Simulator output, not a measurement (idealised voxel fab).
process module | voxel fin reveal
cross-section cut | 295 nm wide | cells 5 nm
A cross-section is a grid of square cells, given in bands from the top down. A band is one or more rows of cells.
Each band's line starts with the height of the band's top and of its bottom, in nm. Then come its materials from left to right, each with its width in nm. One material with "throughout" fills the band from edge to edge. "air" is empty space.
Height 0 is the level under which the wafer as received is all one material. The lowest band goes on downwards, as in "0 down".
A width such as "30 to 40" changes by the same amount from each row of cells to the next, from the band's top row to its bottom row.
"no change" after a step means that no cell of the cross-section changed.
closed voids: empty space of 8 cells or more with no open way to the top, each as width x height at its distance from the left edge, in nm
after a step's settings: what the simulator itself notes on the step
overlay nm, on a step with a mask: how far to the right of its planned place the mask lay; to the left if negative
plan
1 op RECEIVE | material Si
2 op CONFORMAL_DEP | material SiN | thk nm 5
3 op PATTERN | tone cover | mask id FINS | material resist | width nm 15 | pitch nm 40 | thk nm 15 | overlay nm 0
4 op DIRECTIONAL_ETCH | etch materials SiN | depth nm 5
5 op DIRECTIONAL_ETCH | etch materials Si | depth nm 40
6 op STRIP | etch materials resist
7 op FILL_DEP | material SiO2 | thk nm 5
8 op CMP | height nm 5
9 op SELECTIVE_ETCH | etch materials SiO2 | depth nm 30
10 op STRIP | etch materials SiN
11 op CONFORMAL_DEP | material SiO2 | thk nm 5
as received, after step 1
  0 down: Si throughout
  closed voids: none
a wafer at the end: this start, this plan, one mistake
  5 to 0: air 75 | SiO2 25 | air 15 | SiO2 25 | air 15 | SiO2 25 | air 15 | SiO2 25 | air 75
  0 to -20: air 75 | SiO2 5 | Si 15 | SiO2 5 | air 15 | SiO2 5 | Si 15 | SiO2 5 | air 15 | SiO2 5 | Si 15 | SiO2 5 | air 15 | SiO2 5 | Si 15 | SiO2 5 | air 75
  -20 to -25: SiO2 55 | air 20 | SiO2 5 | Si 15 | SiO2 5 | air 15 | SiO2 5 | Si 15 | SiO2 5 | air 15 | SiO2 5 | Si 15 | SiO2 5 | air 15 | SiO2 5 | Si 15 | SiO2 5 | air 20 | SiO2 55
  -25 to -40: SiO2 80 | Si 15 | SiO2 25 | Si 15 | SiO2 25 | Si 15 | SiO2 25 | Si 15 | SiO2 80
  -40 down: Si throughout
  closed voids: none
what went wrong: steps 9 and 10 were swapped
